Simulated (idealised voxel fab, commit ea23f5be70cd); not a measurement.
You're looking at the process module voxel quadruple lines.
In the cross-section labelled cut, the width is 255 nm and each square cell is 5 nm.
A cross-section in this document is a grid of square cells, and it is written down as bands, the top band listed before the ones below it; a band is made up of one or more rows of cells.
Each band's line starts with the height of the band's top and of its bottom, in nm. Then come its materials from left to right, each with its width in nm. One material with "all across" fills the band from edge to edge. "air" is empty space.
The reference from which all heights are counted is 0, the level beneath which the as-received wafer is entirely one material; the lowest band, having no lower bound, proceeds downward and is written after the example "0..down".
It should be noted that a width expressed as "30..40" varies in equal increments from row to row of cells within the band, taking the value of the first number at the top row and that of the second number at the bottom row.
"nothing changed" means the step left every cell of the cross-section as it was.
Enclosed voids (no open way to top), threshold 8 cells or more, entry "Closed void inventory", notation width x height at distance, distance from left edge, nm.
On a step's line, text after the settings is the simulator commenting on that step.
The optional step-line setting "overlay nm" applies to steps with a mask and quantifies how far to the right of its planned location the mask lay, a negative value indicating leftward placement.

## Process steps (planned)
1: RECEIVE | material Si
2: CONFORMAL_DEP | material Al2O3 | thk nm 10
3: DIRECTIONAL_DEP | material W | thk nm 15
4: DIRECTIONAL_DEP | material polySi | thk nm 15
5: DIRECTIONAL_DEP | material aC | thk nm 20
6: PATTERN | tone cover | mask id MANDREL | material resist | width nm 30 | thk nm 30 | overlay nm 0
7: DIRECTIONAL_ETCH | etch materials aC | depth nm 20
8: STRIP | etch materials resist
9: CONFORMAL_DEP | material SiO2 | thk nm 10
10: DIRECTIONAL_ETCH | etch materials SiO2 | depth nm 10
11: STRIP | etch materials aC
12: DIRECTIONAL_ETCH | etch materials polySi | depth nm 15
13: STRIP | etch materials SiO2
14: CONFORMAL_DEP | material SiN | thk nm 10
15: DIRECTIONAL_ETCH | etch materials SiN | depth nm 10
16: STRIP | etch materials polySi
17: DIRECTIONAL_ETCH | etch materials W | depth nm 15
18: STRIP | etch materials SiN

## First wafer of two (run as planned)

## Cross-section of the wafer at receipt, which is the condition after step 1
0..down: Si all across
Closed void inventory: none

## Cross-section: wafer state after step 2
10..0: Al2O3 all across
Heights below 0 show no change.

## Cross-section: wafer state after step 3
25..10: W all across
Heights below 10 show no change.

## Cross-section: wafer state after step 4
40..25: polySi all across
Heights below 25 show no change.

## Cross-section: wafer state after step 5
60..40: aC all across
Heights below 40 show no change.

## Cross-section: wafer state after step 6
90..60: air=110 | resist=30 | air=115
Heights below 60 show no change.

## Cross-section: wafer state after step 7
70..60: air=110 | resist=30 | air=115
60..40: air=110 | aC=30 | air=115
Heights below 40 show no change.

## Cross-section: wafer state after step 8
60..40: air=110 | aC=30 | air=115
Heights below 40 show no change.

## Cross-section: wafer state after step 9
70..60: air=100 | SiO2=50 | air=105
60..50: air=100 | SiO2=10 | aC=30 | SiO2=10 | air=105
50..40: SiO2=110 | aC=30 | SiO2=115
Heights below 40 show no change.

## Cross-section: wafer state after step 10
60..40: air=100 | SiO2=10 | aC=30 | SiO2=10 | air=105
Heights below 40 show no change.

## Cross-section: wafer state after step 11
60..40: air=100 | SiO2=10 | air=30 | SiO2=10 | air=105
Heights below 40 show no change.

## Cross-section: wafer state after step 12
60..40: air=100 | SiO2=10 | air=30 | SiO2=10 | air=105
40..25: air=100 | polySi=10 | air=30 | polySi=10 | air=105
Heights below 25 show no change.

## Cross-section: wafer state after step 13
40..25: air=100 | polySi=10 | air=30 | polySi=10 | air=105
Heights below 25 show no change.

## Cross-section: wafer state after step 14
50..40: air=90 | SiN=30 | air=10 | SiN=30 | air=95
40..35: air=90 | SiN=10 | polySi=10 | SiN=10 | air=10 | SiN=10 | polySi=10 | SiN=10 | air=95
35..25: SiN=100 | polySi=10 | SiN=30 | polySi=10 | SiN=105
Heights below 25 show no change.

## Cross-section: wafer state after step 15
40..25: air=90 | SiN=10 | polySi=10 | SiN=10 | air=10 | SiN=10 | polySi=10 | SiN=10 | air=95
Heights below 25 show no change.

## Cross-section: wafer state after step 16
40..25: air=90 | SiN=10 | air=10 | SiN=10 | air=10 | SiN=10 | air=10 | SiN=10 | air=95
Heights below 25 show no change.

## Cross-section: wafer state after step 17
40..25: air=90 | SiN=10 | air=10 | SiN=10 | air=10 | SiN=10 | air=10 | SiN=10 | air=95
25..10: air=90 | W=10 | air=10 | W=10 | air=10 | W=10 | air=10 | W=10 | air=95
Heights below 10 show no change.

## Cross-section: wafer state after step 18
25..10: air=90 | W=10 | air=10 | W=10 | air=10 | W=10 | air=10 | W=10 | air=95
Heights below 10 show no change.

## Now the other wafer: same start, same recipe, but we messed up one thing when running it. Up to and including step 5 it's the same as the first one

## when step 6 should have ended
90..60: air=115 | resist=30 | air=110
Heights below 60 show no change.

## when step 7 should have ended
70..60: air=115 | resist=30 | air=110
60..40: air=115 | aC=30 | air=110
Heights below 40 show no change.

## when step 8 should have ended
60..40: air=115 | aC=30 | air=110
Heights below 40 show no change.

## when step 9 should have ended
70..60: air=105 | SiO2=50 | air=100
60..50: air=105 | SiO2=10 | aC=30 | SiO2=10 | air=100
50..40: SiO2=115 | aC=30 | SiO2=110
Heights below 40 show no change.

## when step 10 should have ended
60..40: air=105 | SiO2=10 | aC=30 | SiO2=10 | air=100
Heights below 40 show no change.

## when step 11 should have ended
60..40: air=105 | SiO2=10 | air=30 | SiO2=10 | air=100
Heights below 40 show no change.

## when step 12 should have ended
60..40: air=105 | SiO2=10 | air=30 | SiO2=10 | air=100
40..25: air=105 | polySi=10 | air=30 | polySi=10 | air=100
Heights below 25 show no change.

## when step 13 should have ended
40..25: air=105 | polySi=10 | air=30 | polySi=10 | air=100
Heights below 25 show no change.

## when step 14 should have ended
50..40: air=95 | SiN=30 | air=10 | SiN=30 | air=90
40..35: air=95 | SiN=10 | polySi=10 | SiN=10 | air=10 | SiN=10 | polySi=10 | SiN=10 | air=90
35..25: SiN=105 | polySi=10 | SiN=30 | polySi=10 | SiN=100
Heights below 25 show no change.

## when step 15 should have ended
40..25: air=95 | SiN=10 | polySi=10 | SiN=10 | air=10 | SiN=10 | polySi=10 | SiN=10 | air=90
Heights below 25 show no change.

## when step 16 should have ended
40..25: air=95 | SiN=10 | air=10 | SiN=10 | air=10 | SiN=10 | air=10 | SiN=10 | air=90
Heights below 25 show no change.

## when step 17 should have ended
40..25: air=95 | SiN=10 | air=10 | SiN=10 | air=10 | SiN=10 | air=10 | SiN=10 | air=90
25..10: air=95 | W=10 | air=10 | W=10 | air=10 | W=10 | air=10 | W=10 | air=90
Heights below 10 show no change.

## when step 18 should have ended
25..10: air=95 | W=10 | air=10 | W=10 | air=10 | W=10 | air=10 | W=10 | air=90
Heights below 10 show no change.
Nonconformance to the process plan: rather than as planned, step 6 actually ran as PATTERN | tone cover | mask id MANDREL | material resist | width nm 30 | thk nm 30 | overlay nm 5
At the end, each material covers as many cells on the second wafer as it does on the first, though the cells it covers are elsewhere.
